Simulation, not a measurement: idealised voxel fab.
A process module follows: voxel gate over fins.
Section cut is 235 nm wide and gridded with 5 nm square cells.
For the purposes of this document, a cross-section shall be understood as a grid of square cells, specified as bands listed in top-to-bottom order, each band consisting of one or more rows of cells.
Within each band entry, the heights of the top and of the bottom of the band appear first, in that order and in nm; the materials of the band then follow from left to right, each with its corresponding width in nm. The designation "throughout" on a single material indicates that it fills the band from edge to edge; the designation "empty" indicates empty space.
Height 0 is the level under which the wafer as received is all one material. The lowest band goes on downwards, as in "0 nm and below".
When a width is written as two numbers, as in "30 to 40", the first number is the width in the top row of cells of the band and the second is the width in its bottom row, and the width changes by the same amount from each row to the next.
It should be understood that the words "same as before", when stated for a given step, signify that the cross-section underwent no change in any of its cells during that step.
"Enclosed cavity list" lists enclosed empty spaces (at least 8 cells, no open path upward to the top), each as width x height at distance from the left edge, in nm.
On a step's line, text after the settings is the simulator commenting on that step.
overlay nm: mask offset rightward from planned place, masked step; negative means leftward offset.
[plan]
1) op RECEIVE | material Si
2) op CONFORMAL_DEP | material SiN | thk nm 5
3) op MASKED_ETCH | tone cover | mask id FINS | width nm 15 | pitch nm 50 | etch materials SiN | depth nm 5 | overlay nm 0
4) op MASKED_ETCH | tone cover | mask id FINS | width nm 15 | pitch nm 50 | etch materials Si | depth nm 35 | overlay nm 0
5) op FILL_DEP | material SiO2 | thk nm 10
6) op CMP | height nm 5
7) op DIRECTIONAL_DEP | material aC | thk nm 10
8) op PATTERN | tone open | mask id RAIL | material resist | width nm 15 | thk nm 30 | overlay nm 0
9) op DIRECTIONAL_ETCH | etch materials aC | depth nm 10
10) op STRIP | etch materials resist
11) op DIRECTIONAL_ETCH | etch materials SiO2 | depth nm 35
12) op STRIP | etch materials aC
13) op CONFORMAL_DEP | material TiN | thk nm 5
14) op FILL_DEP | material W | thk nm 10
15) op CMP | height nm 5
16) op SELECTIVE_ETCH | etch materials W Ru TiN | depth nm 20
17) op FILL_DEP | material SiO2 | thk nm 5
18) op CMP | height nm 5
19) op SELECTIVE_ETCH | etch materials SiO2 | depth nm 15
20) op STRIP | etch materials SiN
21) op CONFORMAL_DEP | material HfO2 | thk nm 5
22) op CONFORMAL_DEP | material TiN | thk nm 5
23) op CONFORMAL_DEP | material TiAl | thk nm 5
24) op CONFORMAL_DEP | material TiN | thk nm 5
25) op FILL_DEP | material W | thk nm 15
26) op CMP | height nm 30
27) op CONFORMAL_DEP | material SiCN | thk nm 10
Don't read the plan's width nm for step 4 as applying to every wafer: that's the first wafer's value, and the wafers differ in it, though they all start identical.
[Cross-section of the first incoming wafer of several, state after step 1]
- 0 nm and below  Si throughout
- Enclosed cavity list: none
[Wafer rows, end of module: cells per material gained (+) or lost (-) since receipt; closed voids last]
width nm 15, +63 HfO2, -245 Si, +94 SiCN, +166 SiO2, +63 TiAl, +127 TiN, +108 W, Enclosed cavity list: none
width nm 20, +63 HfO2, -217 Si, +94 SiCN, +146 SiO2, +63 TiAl, +121 TiN, +106 W, Enclosed cavity list: none
width nm 25, +63 HfO2, -189 Si, +94 SiCN, +126 SiO2, +57 TiAl, +121 TiN, +104 W, Enclosed cavity list: none
width nm 30, +63 HfO2, -161 Si, +94 SiCN, +106 SiO2, +51 TiAl, +121 TiN, +102 W, Enclosed cavity list: none
